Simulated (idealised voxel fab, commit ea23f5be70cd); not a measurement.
Herein follows the process module entitled voxel air gaps.
The cross-section on display is named cut; it measures 265 nm wide, and its cells are 5 nm squares.
In this document a cross-section is written as a grid of square cells. It is given as a series of bands, listed from the top down, and a band is one or more rows of cells. Band: top height; bottom height; in nm. Then, left to right: material with width in nm, for each material. "full width": a single material spanning edge to edge. "blank": empty space. Where do heights start? At 0: under that level the wafer as delivered is made of one material only. And the lowest band has no floor; it just carries on downward, as in "0 nm and below". The expression "30..40" gives the width at the extremes of the band, the first number at its top row of cells and the second at its bottom row, with the width changing by equal amounts from each row to the next in between. The cross-section has no changed cell in any step marked "no modification". In "Closed void listing" the enclosed voids are listed, meaning empty spaces of 8 cells or larger without any opening to the top. The form is width x height at distance, distance from the left edge, units nm. Read whatever lies past the settings on a step's line as the simulator's own remark about the step. overlay nm: right-of-plan distance of the mask on a masked step; negative values mean left-of-plan.
### Intended process steps
1) RECEIVE, material Si
2) CONFORMAL_DEP, material SiO2, thk nm 15
3) CONFORMAL_DEP, material SiN, thk nm 5
4) DIRECTIONAL_DEP, material SiO2, thk nm 40
5) DIRECTIONAL_DEP, material aC, thk nm 15
6) PATTERN, tone open, mask id LINES, material resist, width nm 25, pitch nm 55, thk nm 35, overlay nm 0
7) DIRECTIONAL_ETCH, etch materials aC, depth nm 15
8) STRIP, etch materials resist
9) DIRECTIONAL_ETCH, etch materials SiO2, depth nm 40
10) STRIP, etch materials aC
11) CONFORMAL_DEP, material TiN, thk nm 5
12) FILL_DEP, material W, thk nm 10
13) CMP, height nm 60
14) EPI, material Ru, thk nm 10
15) SELECTIVE_ETCH, etch materials SiO2, depth nm 50
16) CONFORMAL_DEP, material SiCN, thk nm 5
### The first of a set of two wafers, run to plan
### as received, after step 1
0 nm and below = Si full width
Closed void listing: none
### Take a look at the wafer's cross-section after step 2
15 nm to 0 nm = SiO2 full width
No changes below 0.
### Take a look at the wafer's cross-section after step 3
20 nm to 15 nm = SiN full width
No changes below 15.
### Take a look at the wafer's cross-section after step 4
60 nm to 20 nm = SiO2 full width
No changes below 20.
### Take a look at the wafer's cross-section after step 5
75 nm to 60 nm = aC full width
No changes below 60.
### Take a look at the wafer's cross-section after step 6
110 nm to 75 nm = 35 of resist / 25 of blank / 30 of resist / 25 of blank / 30 of resist / 25 of blank / 30 of resist / 25 of blank / 40 of resist
No changes below 75.
### Take a look at the wafer's cross-section after step 7
95 nm to 75 nm = 35 of resist / 25 of blank / 30 of resist / 25 of blank / 30 of resist / 25 of blank / 30 of resist / 25 of blank / 40 of resist
75 nm to 60 nm = 35 of aC / 25 of blank / 30 of aC / 25 of blank / 30 of aC / 25 of blank / 30 of aC / 25 of blank / 40 of aC
No changes below 60.
### Take a look at the wafer's cross-section after step 8
75 nm to 60 nm = 35 of aC / 25 of blank / 30 of aC / 25 of blank / 30 of aC / 25 of blank / 30 of aC / 25 of blank / 40 of aC
No changes below 60.
### Take a look at the wafer's cross-section after step 9
75 nm to 60 nm = 35 of aC / 25 of blank / 30 of aC / 25 of blank / 30 of aC / 25 of blank / 30 of aC / 25 of blank / 40 of aC
60 nm to 20 nm = 35 of SiO2 / 25 of blank / 30 of SiO2 / 25 of blank / 30 of SiO2 / 25 of blank / 30 of SiO2 / 25 of blank / 40 of SiO2
No changes below 20.
### Take a look at the wafer's cross-section after step 10
60 nm to 20 nm = 35 of SiO2 / 25 of blank / 30 of SiO2 / 25 of blank / 30 of SiO2 / 25 of blank / 30 of SiO2 / 25 of blank / 40 of SiO2
No changes below 20.
### Take a look at the wafer's cross-section after step 11
65 nm to 60 nm = 40 of TiN / 15 of blank / 40 of TiN / 15 of blank / 40 of TiN / 15 of blank / 40 of TiN / 15 of blank / 45 of TiN
60 nm to 25 nm = 35 of SiO2 / 5 of TiN / 15 of blank / 5 of TiN / 30 of SiO2 / 5 of TiN / 15 of blank / 5 of TiN / 30 of SiO2 / 5 of TiN / 15 of blank / 5 of TiN / 30 of SiO2 / 5 of TiN / 15 of blank / 5 of TiN / 40 of SiO2
25 nm to 20 nm = 35 of SiO2 / 25 of TiN / 30 of SiO2 / 25 of TiN / 30 of SiO2 / 25 of TiN / 30 of SiO2 / 25 of TiN / 40 of SiO2
No changes below 20.
### Take a look at the wafer's cross-section after step 12
75 nm to 65 nm = W full width
65 nm to 60 nm = 40 of TiN / 15 of W / 40 of TiN / 15 of W / 40 of TiN / 15 of W / 40 of TiN / 15 of W / 45 of TiN
60 nm to 25 nm = 35 of SiO2 / 5 of TiN / 15 of W / 5 of TiN / 30 of SiO2 / 5 of TiN / 15 of W / 5 of TiN / 30 of SiO2 / 5 of TiN / 15 of W / 5 of TiN / 30 of SiO2 / 5 of TiN / 15 of W / 5 of TiN / 40 of SiO2
No changes below 25.
### Take a look at the wafer's cross-section after step 13
60 nm to 25 nm = 35 of SiO2 / 5 of TiN / 15 of W / 5 of TiN / 30 of SiO2 / 5 of TiN / 15 of W / 5 of TiN / 30 of SiO2 / 5 of TiN / 15 of W / 5 of TiN / 30 of SiO2 / 5 of TiN / 15 of W / 5 of TiN / 40 of SiO2
No changes below 25.
### Take a look at the wafer's cross-section after step 14
70 nm to 60 nm = 25 of blank / 45 of Ru / 10 of blank / 45 of Ru / 10 of blank / 45 of Ru / 10 of blank / 45 of Ru / 30 of blank
No changes below 60.
### Take a look at the wafer's cross-section after step 15
70 nm to 60 nm = 25 of blank / 45 of Ru / 10 of blank / 45 of Ru / 10 of blank / 45 of Ru / 10 of blank / 45 of Ru / 30 of blank
60 nm to 25 nm = 35 of blank / 5 of TiN / 15 of W / 5 of TiN / 30 of blank / 5 of TiN / 15 of W / 5 of TiN / 30 of blank / 5 of TiN / 15 of W / 5 of TiN / 30 of blank / 5 of TiN / 15 of W / 5 of TiN / 40 of blank
25 nm to 20 nm = 35 of blank / 25 of TiN / 30 of blank / 25 of TiN / 30 of blank / 25 of TiN / 30 of blank / 25 of TiN / 40 of blank
No changes below 20.
### Take a look at the wafer's cross-section after step 16
75 nm to 70 nm = 20 of blank / 220 of SiCN / 25 of blank
70 nm to 60 nm = 20 of blank / 5 of SiCN / 45 of Ru / 10 of SiCN / 45 of Ru / 10 of SiCN / 45 of Ru / 10 of SiCN / 45 of Ru / 5 of SiCN / 25 of blank
60 nm to 55 nm = 20 of blank / 15 of SiCN / 5 of TiN / 15 of W / 5 of TiN / 30 of SiCN / 5 of TiN / 15 of W / 5 of TiN / 30 of SiCN / 5 of TiN / 15 of W / 5 of TiN / 30 of SiCN / 5 of TiN / 15 of W / 5 of TiN / 15 of SiCN / 25 of blank
55 nm to 25 nm = 30 of blank / 5 of SiCN / 5 of TiN / 15 of W / 5 of TiN / 5 of SiCN / 20 of blank / 5 of SiCN / 5 of TiN / 15 of W / 5 of TiN / 5 of SiCN / 20 of blank / 5 of SiCN / 5 of TiN / 15 of W / 5 of TiN / 5 of SiCN / 20 of blank / 5 of SiCN / 5 of TiN / 15 of W / 5 of TiN / 5 of SiCN / 35 of blank
25 nm to 20 nm = 35 of SiCN / 25 of TiN / 30 of SiCN / 25 of TiN / 30 of SiCN / 25 of TiN / 30 of SiCN / 25 of TiN / 40 of SiCN
No changes below 20.
Closed void listing: 20 x 30 at 65; 20 x 30 at 120; 20 x 30 at 175
### Second of two: same start, same plan, one run error; steps up to and including 12 match the first
Second wafer, section view, time point: scheduled end of step 13: no modification
### Second wafer, section view, time point: scheduled end of step 14
85 nm to 75 nm = Ru full width
No changes below 75.
Second wafer, section view, time point: scheduled end of step 15: no modification
### Second wafer, section view, time point: scheduled end of step 16
90 nm to 85 nm = SiCN full width
No changes below 85.
Plan not followed: step 13 of the plan: omitted, not performed
Upon completion, the second wafer contains, in terms of cells, a greater or smaller amount of certain materials than the first wafer: 34 more of Ru; 112 fewer of SiCN; 264 more of SiO2; 41 more of TiN; 118 more of W
Final count of closed voids per wafer: 3 in the first, 0 in the second.
